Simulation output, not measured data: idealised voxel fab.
A process module follows: voxel wiring stack.
The cross-section on display is named cut; it measures 210 nm wide, and its cells are 5 nm squares.
When this document writes out a cross-section, it uses a grid of square cells and lists it as bands, beginning at the top and moving down, with a band standing for one or more rows of cells. Read a band's entry like this: the first values are the height of its top and the height of its bottom in nm, and what follows is the sequence of materials from left to right, each with its width in nm. Note that "air" is empty space, and that a single material marked "edge to edge" reaches across the band from edge to edge. Beneath 0, the wafer as received is one material, and that level is where height counting begins. The lowest band goes on downward without a bottom; it is written like "0 and below". Read "30->40" as a graded width: first number on top, second number at the bottom, same change between each pair of neighbouring rows. Step marked "everything unchanged"? Then no cell in the cross-section changed in it. Closed-off voids of 8+ cells (no open route to the top) go in "Enclosed void listing", written width x height at distance from the left edge, in nm. On a step's line, text after the settings is the simulator commenting on that step. Among the settings permitted on a step's line is "overlay nm"; applied to a step with a mask, it specifies the extent to which the mask lay to the right of its planned position, whereas a negative figure signifies a position to the left.

Process steps foreseen in the plan
1: RECEIVE [material Si]
2: CONFORMAL_DEP [material SiO2] [thk nm 15]
3: CONFORMAL_DEP [material SiCN] [thk nm 5]
4: DIRECTIONAL_DEP [material lowk] [thk nm 15]
5: PATTERN [tone open] [mask id METAL_1] [material resist] [width nm 30] [pitch nm 45] [thk nm 15] [overlay nm 0]
6: DIRECTIONAL_ETCH [etch materials lowk] [depth nm 15]
7: DIRECTIONAL_ETCH [etch materials SiCN] [depth nm 5]
8: STRIP [etch materials resist]
9: CONFORMAL_DEP [material TiN] [thk nm 5]
10: FILL_DEP [material W] [thk nm 5]
11: CMP [height nm 35]
12: CONFORMAL_DEP [material SiCN] [thk nm 5]
13: DIRECTIONAL_DEP [material lowk] [thk nm 20]
14: PATTERN [tone open] [mask id PLUG_1] [material resist] [width nm 15] [pitch nm 45] [thk nm 20] [overlay nm 0]
15: DIRECTIONAL_ETCH [etch materials lowk] [depth nm 20]
16: DIRECTIONAL_ETCH [etch materials SiCN] [depth nm 5]
17: STRIP [etch materials resist]
18: CONFORMAL_DEP [material TiN] [thk nm 5]
19: FILL_DEP [material Ru] [thk nm 10]
20: CMP [height nm 60]
21: DIRECTIONAL_DEP [material TiN] [thk nm 5]
22: DIRECTIONAL_DEP [material W] [thk nm 25]
23: DIRECTIONAL_DEP [material aC] [thk nm 10]
24: PATTERN [tone cover] [mask id METAL_2] [material resist] [width nm 30] [pitch nm 45] [thk nm 30] [overlay nm 0]
25: DIRECTIONAL_ETCH [etch materials aC] [depth nm 10]
26: STRIP [etch materials resist]
27: DIRECTIONAL_ETCH [etch materials W] [depth nm 25]
28: DIRECTIONAL_ETCH [etch materials TiN] [depth nm 5]
29: STRIP [etch materials aC]
30: FILL_DEP [material lowk] [thk nm 5]
31: CMP [height nm 90]
32: CONFORMAL_DEP [material SiCN] [thk nm 5]
33: DIRECTIONAL_DEP [material SiO2] [thk nm 35]
34: PATTERN [tone open] [mask id METAL_3_HOLES] [material resist] [width nm 15] [pitch nm 45] [thk nm 20] [overlay nm 0]
35: DIRECTIONAL_ETCH [etch materials SiO2] [depth nm 35]
36: STRIP [etch materials resist]
37: DIRECTIONAL_DEP [material aC] [thk nm 15]
38: PATTERN [tone open] [mask id METAL_3] [material resist] [width nm 30] [pitch nm 45] [thk nm 30] [overlay nm 0]
39: DIRECTIONAL_ETCH [etch materials aC] [depth nm 15]
40: STRIP [etch materials resist]
41: DIRECTIONAL_ETCH [etch materials SiO2] [depth nm 20]
42: DIRECTIONAL_ETCH [etch materials SiCN] [depth nm 5]
43: STRIP [etch materials aC]
44: CONFORMAL_DEP [material TiN] [thk nm 5]
45: FILL_DEP [material Ru] [thk nm 10]
46: CMP [height nm 130]
47: CONFORMAL_DEP [material SiN] [thk nm 5]

Incoming wafer, cross-sectional view, post step 1
0 and below | Si edge to edge
Enclosed void listing: none

First of two wafers, end-of-module section, run followed plan
135 down to 130 | SiN edge to edge
130 down to 115 | SiO2=20, then TiN=5, then Ru=20, then TiN=5, then SiO2=15, then TiN=5, then Ru=20, then TiN=5, then SiO2=15, then TiN=5, then Ru=20, then TiN=5, then SiO2=15, then TiN=5, then Ru=20, then TiN=5, then SiO2=25
115 down to 110 | SiO2=20, then TiN=5, then Ru=5, then TiN=20, then SiO2=15, then TiN=5, then Ru=5, then TiN=20, then SiO2=15, then TiN=5, then Ru=5, then TiN=20, then SiO2=15, then TiN=5, then Ru=5, then TiN=20, then SiO2=25
110 down to 95 | SiO2=20, then TiN=5, then Ru=5, then TiN=5, then SiO2=30, then TiN=5, then Ru=5, then TiN=5, then SiO2=30, then TiN=5, then Ru=5, then TiN=5, then SiO2=30, then TiN=5, then Ru=5, then TiN=5, then SiO2=40
95 down to 90 | SiCN=20, then TiN=15, then SiCN=30, then TiN=15, then SiCN=30, then TiN=15, then SiCN=30, then TiN=15, then SiCN=40
90 down to 65 | lowk=20, then W=30, then lowk=15, then W=30, then lowk=15, then W=30, then lowk=15, then W=30, then lowk=25
65 down to 60 | lowk=20, then TiN=30, then lowk=15, then TiN=30, then lowk=15, then TiN=30, then lowk=15, then TiN=30, then lowk=25
60 down to 40 | lowk=20, then TiN=5, then Ru=5, then TiN=5, then lowk=30, then TiN=5, then Ru=5, then TiN=5, then lowk=30, then TiN=5, then Ru=5, then TiN=5, then lowk=30, then TiN=5, then Ru=5, then TiN=5, then lowk=40
40 down to 35 | SiCN=20, then TiN=15, then SiCN=30, then TiN=15, then SiCN=30, then TiN=15, then SiCN=30, then TiN=15, then SiCN=40
35 down to 20 | lowk=20, then TiN=5, then W=20, then TiN=5, then lowk=15, then TiN=5, then W=20, then TiN=5, then lowk=15, then TiN=5, then W=20, then TiN=5, then lowk=15, then TiN=5, then W=20, then TiN=5, then lowk=25
20 down to 15 | SiCN=20, then TiN=30, then SiCN=15, then TiN=30, then SiCN=15, then TiN=30, then SiCN=15, then TiN=30, then SiCN=25
15 down to 0 | SiO2 edge to edge
0 and below | Si edge to edge
Enclosed void listing: none

Wafer two, sectioned after the module: the first wafer's start, the first wafer's plan, and one mistake in how it was run
135 down to 130 | SiN edge to edge
130 down to 115 | Ru=30, then TiN=5, then SiO2=15, then TiN=5, then Ru=20, then TiN=5, then SiO2=15, then TiN=5, then Ru=20, then TiN=5, then SiO2=15, then TiN=5, then Ru=20, then TiN=5, then SiO2=15, then TiN=5, then Ru=20
115 down to 110 | TiN=25, then Ru=5, then TiN=5, then SiO2=15, then TiN=20, then Ru=5, then TiN=5, then SiO2=15, then TiN=20, then Ru=5, then TiN=5, then SiO2=15, then TiN=20, then Ru=5, then TiN=5, then SiO2=15, then TiN=25
110 down to 100 | SiO2=20, then TiN=5, then Ru=5, then TiN=5, then SiO2=30, then TiN=5, then Ru=5, then TiN=5, then SiO2=30, then TiN=5, then Ru=5, then TiN=5, then SiO2=30, then TiN=5, then Ru=5, then TiN=5, then SiO2=40
100 down to 95 | SiO2=20, then TiN=15, then SiO2=30, then TiN=15, then SiO2=30, then TiN=15, then SiO2=30, then TiN=15, then SiO2=40
95 down to 90 | SiCN edge to edge
90 down to 65 | lowk=20, then W=30, then lowk=15, then W=30, then lowk=15, then W=30, then lowk=15, then W=30, then lowk=25
65 down to 60 | lowk=20, then TiN=30, then lowk=15, then TiN=30, then lowk=15, then TiN=30, then lowk=15, then TiN=30, then lowk=25
60 down to 40 | lowk=20, then TiN=5, then Ru=5, then TiN=5, then lowk=30, then TiN=5, then Ru=5, then TiN=5, then lowk=30, then TiN=5, then Ru=5, then TiN=5, then lowk=30, then TiN=5, then Ru=5, then TiN=5, then lowk=40
40 down to 35 | SiCN=20, then TiN=15, then SiCN=30, then TiN=15, then SiCN=30, then TiN=15, then SiCN=30, then TiN=15, then SiCN=40
35 down to 20 | lowk=20, then TiN=5, then W=20, then TiN=5, then lowk=15, then TiN=5, then W=20, then TiN=5, then lowk=15, then TiN=5, then W=20, then TiN=5, then lowk=15, then TiN=5, then W=20, then TiN=5, then lowk=25
20 down to 15 | SiCN=20, then TiN=30, then SiCN=15, then TiN=30, then SiCN=15, then TiN=30, then SiCN=15, then TiN=30, then SiCN=25
15 down to 0 | SiO2 edge to edge
0 and below | Si edge to edge
Enclosed void listing: none
Want to know what went wrong? off-plan run, step 38, actual operation and settings PATTERN [tone cover] [mask id METAL_3] [material resist] [width nm 30] [pitch nm 45] [thk nm 30] [overlay nm 0]
The closing comparison, in cells, has the second wafer with more or fewer of some materials than the first: +14 Ru | +12 SiCN | -24 SiO2 | -2 TiN
